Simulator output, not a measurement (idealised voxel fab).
Presented below is a process module, voxel self aligned vias.
The cross-section on display is named cut; it measures 275 nm wide, and its cells are 5 nm squares.
Format of a cross-section: grid, square cells. Given as bands. Order: top down. Band: one or more rows of cells.
Within each band entry, the heights of the top and of the bottom of the band appear first, in that order and in nm; the materials of the band then follow from left to right, each with its corresponding width in nm. The designation "all across" on a single material indicates that it fills the band from edge to edge; the designation "air" indicates empty space.
The reference from which all heights are counted is 0, the level beneath which the as-received wafer is entirely one material; the lowest band, having no lower bound, proceeds downward and is written after the example "top 0, no bottom".
Graded width ("30..40"): value in top row of band = first number; value in bottom row = second number; row-to-row change constant.
Where a step carries "remains unaltered", the cross-section came out of it unchanged, cell for cell.
Listed in "Enclosed void catalog": every empty space of 8 or more cells without an open way to the top. Form: width x height at distance, the distance being from the left edge, all in nm.
Where a step's line continues beyond its settings, the continuation is a remark by the simulator itself on that step.
overlay nm: mask right of planned place by this much (step with mask). Neg. = left.
Below is the list of planned process steps
1: RECEIVE | material Si
2: CONFORMAL_DEP | material SiO2 | thk nm 15
3: CONFORMAL_DEP | material SiCN | thk nm 5
4: DIRECTIONAL_DEP | material SiO2 | thk nm 20
5: PATTERN | tone open | mask id LINES | material resist | width nm 20 | pitch nm 70 | thk nm 15 | overlay nm 0
6: DIRECTIONAL_ETCH | etch materials SiO2 | depth nm 20
7: STRIP | etch materials resist
8: CONFORMAL_DEP | material TiN | thk nm 5
9: FILL_DEP | material W | thk nm 5
10: CMP | height nm 40
11: SELECTIVE_ETCH | etch materials W Ru TiN | depth nm 5
12: FILL_DEP | material SiN | thk nm 5
13: CMP | height nm 40
14: DIRECTIONAL_DEP | material SiO2 | thk nm 15
15: PATTERN | tone open | mask id VIAS | material resist | width nm 40 | pitch nm 140 | thk nm 15 | overlay nm 0
16: DIRECTIONAL_ETCH | etch materials SiO2 | depth nm 15
17: DIRECTIONAL_ETCH | etch materials SiN | depth nm 5
18: STRIP | etch materials resist
19: CONFORMAL_DEP | material TiN | thk nm 5
20: FILL_DEP | material Cu | thk nm 10
21: CMP | height nm 55
22: CONFORMAL_DEP | material SiN | thk nm 5
As-received state of the wafer in cross-section, equivalent to post-step 1
> top 0, no bottom: Si all across
> Enclosed void catalog: none
Wafer cross-section at end of module: start and plan as shown above, one execution error
> top 60, bottom 55: SiN all across
> top 55, bottom 45: Cu all across
> top 45, bottom 40: TiN: 60, Cu: 10, TiN: 60, Cu: 10, TiN: 60, Cu: 10, TiN: 65
> top 40, bottom 35: SiO2: 55, TiN: 20, SiO2: 50, TiN: 20, SiO2: 50, TiN: 20, SiO2: 60
> top 35, bottom 25: SiO2: 55, TiN: 5, W: 10, TiN: 5, SiO2: 50, TiN: 5, W: 10, TiN: 5, SiO2: 50, TiN: 5, W: 10, TiN: 5, SiO2: 60
> top 25, bottom 20: SiO2: 55, TiN: 20, SiO2: 50, TiN: 20, SiO2: 50, TiN: 20, SiO2: 60
> top 20, bottom 15: SiCN all across
> top 15, bottom 0: SiO2 all across
> top 0, no bottom: Si all across
> Enclosed void catalog: none
Deviation noted in wafer processing: step 15 of the plan was jumped over and never run
